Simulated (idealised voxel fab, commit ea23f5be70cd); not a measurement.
Module name: voxel wiring stack (process module)
The cross-section shown here is cut; it is 155 nm wide and divided into square cells measuring 5 nm on a side.
This document writes a cross-section as a grid whose cells are square, and gives it as bands, listed from the top down; one or more rows of cells form a band.
Quick guide to a band line: top height, bottom height (nm) up front; then every material left to right with its width in nm. Only one material and it's marked "throughout"? Then it fills the band edge to edge. And "blank" just means empty space.
The level at which height equals 0 is the one under which the wafer, as it arrives, is entirely one material. No lower edge exists for the bottom band, which continues downward and is notated as in "0..down".
When a width is written as two numbers, as in "30 to 40", the first number is the width in the top row of cells of the band and the second is the width in its bottom row, and the width changes by the same amount from each row to the next.
You'll sometimes find "same as before" written for a step, and that's the way of saying that nowhere in the cross-section did a cell change during that step.
Heads up: "Listed closed voids" only lists the empty pockets with no open path to the top that are 8 cells or more, and it writes them as width x height at distance, distance from the left edge, in nm.
Whatever follows a step's settings on its line is a remark the simulator itself makes about that step.
overlay nm: for a step with a mask, the amount by which the mask lay right of where it was planned; a negative amount means left of it.
# The steps planned for the process are as follows
1 op RECEIVE | material Si
2 op CONFORMAL_DEP | material SiO2 | thk nm 15
3 op DIRECTIONAL_DEP | material TiN | thk nm 5
4 op DIRECTIONAL_DEP | material W | thk nm 20
5 op PATTERN | tone cover | mask id METAL_1 | material resist | width nm 20 | pitch nm 50 | thk nm 20 | overlay nm 0
6 op DIRECTIONAL_ETCH | etch materials W | depth nm 20
7 op DIRECTIONAL_ETCH | etch materials TiN | depth nm 5
8 op STRIP | etch materials resist
9 op CONFORMAL_DEP | material SiCN | thk nm 5
10 op FILL_DEP | material lowk | thk nm 10
11 op CMP | height nm 40
12 op CONFORMAL_DEP | material SiCN | thk nm 5
13 op DIRECTIONAL_DEP | material SiO2 | thk nm 35
14 op DIRECTIONAL_DEP | material aC | thk nm 10
15 op PATTERN | tone open | mask id METAL_2 | material resist | width nm 20 | pitch nm 50 | thk nm 25 | overlay nm 0
16 op DIRECTIONAL_ETCH | etch materials aC | depth nm 10
17 op STRIP | etch materials resist
18 op DIRECTIONAL_ETCH | etch materials SiO2 | depth nm 20
19 op STRIP | etch materials aC
20 op PATTERN | tone open | mask id METAL_2_HOLES | material resist | width nm 15 | thk nm 20 | overlay nm 0
21 op DIRECTIONAL_ETCH | etch materials SiO2 | depth nm 15
22 op DIRECTIONAL_ETCH | etch materials SiCN | depth nm 5
23 op STRIP | etch materials resist
24 op CONFORMAL_DEP | material TiN | thk nm 5
25 op FILL_DEP | material Cu | thk nm 10
26 op CMP | height nm 80
27 op CONFORMAL_DEP | material SiN | thk nm 5
# The cross-section here shows the wafer as received, i.e. in its state after step 1
> 0..down | Si throughout
> Listed closed voids: none
# Result of the module, cross-sectioned: start per above, plan per above, one error in how it was run
> 85..80 | SiO2 throughout
> 80..65 | SiO2 (40), then TiN (5), then Cu (10), then TiN (5), then SiO2 (30), then TiN (5), then Cu (10), then TiN (5), then SiO2 (45)
> 65..60 | SiO2 (40), then TiN (5), then Cu (5), then TiN (10), then SiO2 (30), then TiN (20), then SiO2 (45)
> 60..45 | SiO2 (40), then TiN (5), then Cu (5), then TiN (5), then SiO2 (100)
> 45..40 | SiCN (40), then TiN (15), then SiCN (100)
> 40..20 | lowk (35), then SiCN (5), then W (20), then SiCN (5), then lowk (20), then SiCN (5), then W (20), then SiCN (5), then lowk (40)
> 20..15 | SiCN (40), then TiN (20), then SiCN (30), then TiN (20), then SiCN (45)
> 15..0 | SiO2 throughout
> 0..down | Si throughout
> Listed closed voids: none
What broke from the plan during processing? not per plan at step 27, really ran op CONFORMAL_DEP | material SiO2 | thk nm 5
